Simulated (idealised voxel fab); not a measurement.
Name of the process module below: voxel ribs on slabs
Cross-section cut: width 145 nm, square cells of 5 nm.
In this document a cross-section is written as a grid of square cells. It is given as a series of bands, listed from the top down, and a band is one or more rows of cells.
For a band, the entry starts with two heights in nm, that of the top and then that of the bottom, and carries on with the band's materials in order from left to right, each alongside its width in nm; the word "full width" beside a single material means it fills the band edge to edge, and "empty" means empty space.
It should be noted that heights are counted from 0, beneath which the wafer as supplied is of one material throughout, and that the lowest band possesses no lower boundary but continues downward, as written in "z 0 and below".
A width given as "30 to 40" starts at the first number in the band's top row and ends at the second number in its bottom row, shifting by an equal amount at every step from row to row.
What does "remains unaltered" mean for a step? It means no cell of the cross-section changed in that step.
For the entry "Enclosed cavity list", the listed items are empty spaces with no open way to the top whose size is 8 cells or more; each item follows the pattern width x height at distance, where distance is from the left edge and all three are in nm.
The remark found on a step's line after its settings is issued by the simulator itself and pertains to that step.
A step line may carry the setting "overlay nm", which, for steps involving a mask, states the distance by which the mask lay to the right of its intended position; negative values denote displacement to the left.

-- This section lists the process steps that were planned
1) RECEIVE with material Si
2) DIRECTIONAL_DEP with material SiO2, thk nm 25
3) DIRECTIONAL_DEP with material polySi, thk nm 25
4) PATTERN with tone cover, mask id RIB, material resist, width nm 20, thk nm 15, overlay nm 0
5) DIRECTIONAL_ETCH with etch materials polySi, depth nm 15
6) STRIP with etch materials resist
7) MASKED_ETCH with tone cover, mask id SLAB, width nm 80, etch materials polySi, depth nm 10, overlay nm 0
8) FILL_DEP with material SiO2, thk nm 15
9) CMP with height nm 60
10) DIRECTIONAL_DEP with material TiN, thk nm 5
11) PATTERN with tone cover, mask id HEATER, material resist, width nm 30, thk nm 20, overlay nm -15
12) DIRECTIONAL_ETCH with etch materials TiN, depth nm 5
13) STRIP with etch materials resist
14) CONFORMAL_DEP with material SiN, thk nm 5
Same starting wafers, different overlay nm at step 11. Plan value belongs to the first wafer.

-- Cross-sectional view of the first of several wafers in the as-received condition, corresponding to the state following step 1
- z 0 and below | Si full width
- Enclosed cavity list: none

-- Wafer rows, end of module: cells per material gained (+) or lost (-) since receipt; closed voids last
overlay nm -15, +31 SiN, +304 SiO2, +6 TiN, +44 polySi, Enclosed cavity list: none
overlay nm -10, +31 SiN, +304 SiO2, +6 TiN, +44 polySi, Enclosed cavity list: none
overlay nm -5, +31 SiN, +304 SiO2, +6 TiN, +44 polySi, Enclosed cavity list: none
overlay nm 0, +31 SiN, +304 SiO2, +6 TiN, +44 polySi, Enclosed cavity list: none
overlay nm 5, +31 SiN, +304 SiO2, +6 TiN, +44 polySi, Enclosed cavity list: none
overlay nm 10, +31 SiN, +304 SiO2, +6 TiN, +44 polySi, Enclosed cavity list: none
overlay nm 15, +31 SiN, +304 SiO2, +6 TiN, +44 polySi, Enclosed cavity list: none
